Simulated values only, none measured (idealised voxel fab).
The process module that follows is named voxel wiring stack.
Xsec cut, 270 nm wide, square cell size 5 nm.
If you're reading a cross-section in this doc, picture square cells in a grid; it comes to you as bands, top ones listed first down to the bottom, and a band can be one or more rows of cells. The entry gives the band's vertical extent as a top height and a bottom height in nm, then its horizontal make-up as materials from left to right, each with a width in nm. "air" stands for empty space; a single material marked "all across" fills the band edge to edge. Beneath 0, the wafer as received is one material, and that level is where height counting begins. The lowest band goes on downward without a bottom; it is written like "from 0 down". A two-number width, for instance "30 to 40", indicates that the width is equal to the first number in the top row of the band and to the second number in the bottom row, and that it changes by a constant amount per row of cells. The cross-section has no changed cell in any step marked "remained the same". The list in "Trapped cavities" covers empty spaces of 8 cells or more that cannot reach the top through any open way, and it gives each as width x height at distance; the distance is from the left edge, and width, height and distance are in nm. Text after the settings on a step's line: the simulator's own remark on that step. For masked steps, "overlay nm" on the step line gives how far right of plan the mask actually lay; a minus sign means it lay to the left.
-- List of planned process steps
1: RECEIVE, material Si
2: CONFORMAL_DEP, material SiO2, thk nm 15
3: CONFORMAL_DEP, material SiCN, thk nm 5
4: DIRECTIONAL_DEP, material SiO2, thk nm 25
5: MASKED_ETCH, tone open, mask id METAL_1, width nm 20, pitch nm 40, etch materials SiO2, depth nm 25, overlay nm 0
6: MASKED_ETCH, tone open, mask id METAL_1, width nm 20, pitch nm 40, etch materials SiCN, depth nm 5, overlay nm 0
7: CONFORMAL_DEP, material TiN, thk nm 5
8: FILL_DEP, material Cu, thk nm 5
9: CMP, height nm 45
10: EPI, material Ru, thk nm 5
11: FILL_DEP, material SiCN, thk nm 5
12: DIRECTIONAL_DEP, material lowk, thk nm 10
13: MASKED_ETCH, tone open, mask id PLUG_1, width nm 15, pitch nm 40, etch materials lowk, depth nm 10, overlay nm 0
14: MASKED_ETCH, tone open, mask id PLUG_1, width nm 15, pitch nm 40, etch materials SiCN, depth nm 5, overlay nm 0
15: CONFORMAL_DEP, material TiN, thk nm 5
16: FILL_DEP, material W, thk nm 10
17: CMP, height nm 65
18: DIRECTIONAL_DEP, material TiN, thk nm 5
19: DIRECTIONAL_DEP, material W, thk nm 25
20: MASKED_ETCH, tone cover, mask id METAL_2, width nm 20, pitch nm 40, etch materials W, depth nm 25, overlay nm 0
21: MASKED_ETCH, tone cover, mask id METAL_2, width nm 20, pitch nm 40, etch materials TiN, depth nm 5, overlay nm 0
22: CONFORMAL_DEP, material SiCN, thk nm 5
23: FILL_DEP, material lowk, thk nm 10
24: CMP, height nm 95
25: CONFORMAL_DEP, material SiCN, thk nm 5
-- Cross-section of the incoming wafer, state after step 1
from 0 down | Si all across
Trapped cavities: none
-- Same starting wafer, same plan as above, one mistake in the execution; this is the cross-section at the end of the module
from 115 to 110 | SiCN all across
from 110 to 100 | lowk all across
from 100 to 95 | lowk 100 nm, then SiCN 30 nm, then lowk 10 nm, then SiCN 30 nm, then lowk 100 nm
from 95 to 70 | lowk 100 nm, then SiCN 5 nm, then W 20 nm, then SiCN 5 nm, then lowk 10 nm, then SiCN 5 nm, then W 20 nm, then SiCN 5 nm, then lowk 100 nm
from 70 to 65 | SiCN 105 nm, then TiN 20 nm, then SiCN 20 nm, then TiN 20 nm, then SiCN 105 nm
from 65 to 55 | lowk 105 nm, then TiN 5 nm, then W 5 nm, then TiN 5 nm, then lowk 25 nm, then TiN 5 nm, then W 5 nm, then TiN 5 nm, then lowk 110 nm
from 55 to 50 | SiCN 105 nm, then TiN 15 nm, then SiCN 25 nm, then TiN 15 nm, then SiCN 110 nm
from 50 to 45 | SiCN 100 nm, then Ru 30 nm, then SiCN 10 nm, then Ru 30 nm, then SiCN 100 nm
from 45 to 20 | SiO2 105 nm, then TiN 5 nm, then Cu 10 nm, then TiN 5 nm, then SiO2 20 nm, then TiN 5 nm, then Cu 10 nm, then TiN 5 nm, then SiO2 105 nm
from 20 to 15 | SiCN 105 nm, then TiN 20 nm, then SiCN 20 nm, then TiN 20 nm, then SiCN 105 nm
from 15 to 0 | SiO2 all across
from 0 down | Si all across
Trapped cavities: none
Diagnosis: step 24 in the plan did not get run; it was skipped
